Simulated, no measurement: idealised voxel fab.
This is a process module. Its name is voxel self aligned vias.
FYI the section here is cut, 270 nm wide, cells are 5 nm squares.
We lay out every cross-section as a grid of square cells and spell it out in bands from the top down, where one band means one or more rows of cells. In this notation a band is specified by the heights of its top and bottom, in that order and in nm, after which its materials appear from left to right, each paired with its width in nm. The word "all across" attached to a single material means that material fills the band from edge to edge; the word "air" stands for empty space. Heights are reckoned from 0. Under this level, the received wafer is all of one material. The bottommost band is open-ended downward, for example "from 0 down". A two-number width, for instance "30->40", indicates that the width is equal to the first number in the top row of the band and to the second number in the bottom row, and that it changes by a constant amount per row of cells. The cross-section has no changed cell in any step marked "nothing was modified". Voids not open to the top, 8 cells minimum: see "Fully sealed cavities". Written width x height at distance; distance is from the left edge; nm. If you see something after the settings on a step's line, that's the simulator's own remark about that step. For masked steps, "overlay nm" on the step line gives how far right of plan the mask actually lay; a minus sign means it lay to the left.
So here's the lineup of process steps we planned:
1: RECEIVE (material Si)
2: CONFORMAL_DEP (material SiO2; thk nm 10)
3: CONFORMAL_DEP (material SiCN; thk nm 5)
4: DIRECTIONAL_DEP (material SiO2; thk nm 30)
5: PATTERN (tone open; mask id LINES; material resist; width nm 20; pitch nm 55; thk nm 15; overlay nm 0)
6: DIRECTIONAL_ETCH (etch materials SiO2; depth nm 30)
7: STRIP (etch materials resist)
8: CONFORMAL_DEP (material TiN; thk nm 5)
9: FILL_DEP (material W; thk nm 10)
10: CMP (height nm 45)
11: SELECTIVE_ETCH (etch materials W Ru TiN; depth nm 5)
12: FILL_DEP (material SiN; thk nm 5)
13: CMP (height nm 45)
14: DIRECTIONAL_DEP (material SiO2; thk nm 15)
15: DIRECTIONAL_DEP (material aC; thk nm 10)
16: PATTERN (tone open; mask id VIAS; material resist; width nm 40; pitch nm 110; thk nm 25; overlay nm 0)
17: DIRECTIONAL_ETCH (etch materials aC; depth nm 10)
18: STRIP (etch materials resist)
19: DIRECTIONAL_ETCH (etch materials SiO2; depth nm 15)
20: DIRECTIONAL_ETCH (etch materials SiN; depth nm 5)
21: STRIP (etch materials aC)
22: CONFORMAL_DEP (material TiN; thk nm 5)
23: FILL_DEP (material Cu; thk nm 5)
24: CMP (height nm 60)
25: CONFORMAL_DEP (material SiN; thk nm 5)
As received (post step 1): cross-section:
  from 0 down | Si all across
  Fully sealed cavities: none
Looking at the first of two wafers in cross-section at end of module - ran to plan:
  from 65 to 60 | SiN all across
  from 60 to 50 | SiO2 60 nm / TiN 5 nm / Cu 30 nm / TiN 5 nm / SiO2 70 nm / TiN 5 nm / Cu 30 nm / TiN 5 nm / SiO2 60 nm
  from 50 to 45 | SiO2 60 nm / TiN 15 nm / Cu 10 nm / TiN 15 nm / SiO2 70 nm / TiN 15 nm / Cu 10 nm / TiN 15 nm / SiO2 60 nm
  from 45 to 40 | SiO2 70 nm / TiN 20 nm / SiO2 35 nm / SiN 20 nm / SiO2 35 nm / TiN 20 nm / SiO2 70 nm
  from 40 to 20 | SiO2 70 nm / TiN 5 nm / W 10 nm / TiN 5 nm / SiO2 35 nm / TiN 5 nm / W 10 nm / TiN 5 nm / SiO2 35 nm / TiN 5 nm / W 10 nm / TiN 5 nm / SiO2 70 nm
  from 20 to 15 | SiO2 70 nm / TiN 20 nm / SiO2 35 nm / TiN 20 nm / SiO2 35 nm / TiN 20 nm / SiO2 70 nm
  from 15 to 10 | SiCN all across
  from 10 to 0 | SiO2 all across
  from 0 down | Si all across
  Fully sealed cavities: none
The second wafer, shown in cross-section after the module: started the same way as the first and given the same plan, yet one mistake crept into how it was run:
  from 65 to 60 | SiN all across
  from 60 to 50 | SiO2 60 nm / TiN 5 nm / Cu 30 nm / TiN 5 nm / SiO2 70 nm / TiN 5 nm / Cu 30 nm / TiN 5 nm / SiO2 60 nm
  from 50 to 45 | SiO2 60 nm / TiN 10 nm / Cu 10 nm / TiN 20 nm / SiO2 70 nm / TiN 10 nm / Cu 10 nm / TiN 20 nm / SiO2 60 nm
  from 45 to 40 | SiO2 65 nm / TiN 20 nm / SiO2 35 nm / SiN 20 nm / SiO2 35 nm / TiN 20 nm / SiO2 75 nm
  from 40 to 20 | SiO2 65 nm / TiN 5 nm / W 10 nm / TiN 5 nm / SiO2 35 nm / TiN 5 nm / W 10 nm / TiN 5 nm / SiO2 35 nm / TiN 5 nm / W 10 nm / TiN 5 nm / SiO2 75 nm
  from 20 to 15 | SiO2 65 nm / TiN 20 nm / SiO2 35 nm / TiN 20 nm / SiO2 35 nm / TiN 20 nm / SiO2 75 nm
  from 15 to 10 | SiCN all across
  from 10 to 0 | SiO2 all across
  from 0 down | Si all across
  Fully sealed cavities: none
What was the processing mistake? heads up, step 5 didn't go per plan, it actually ran as PATTERN (tone open; mask id LINES; material resist; width nm 20; pitch nm 55; thk nm 15; overlay nm -5)
Tallied in cells, the final second wafer holds each material in the same quantity as the first, although not at the same places.
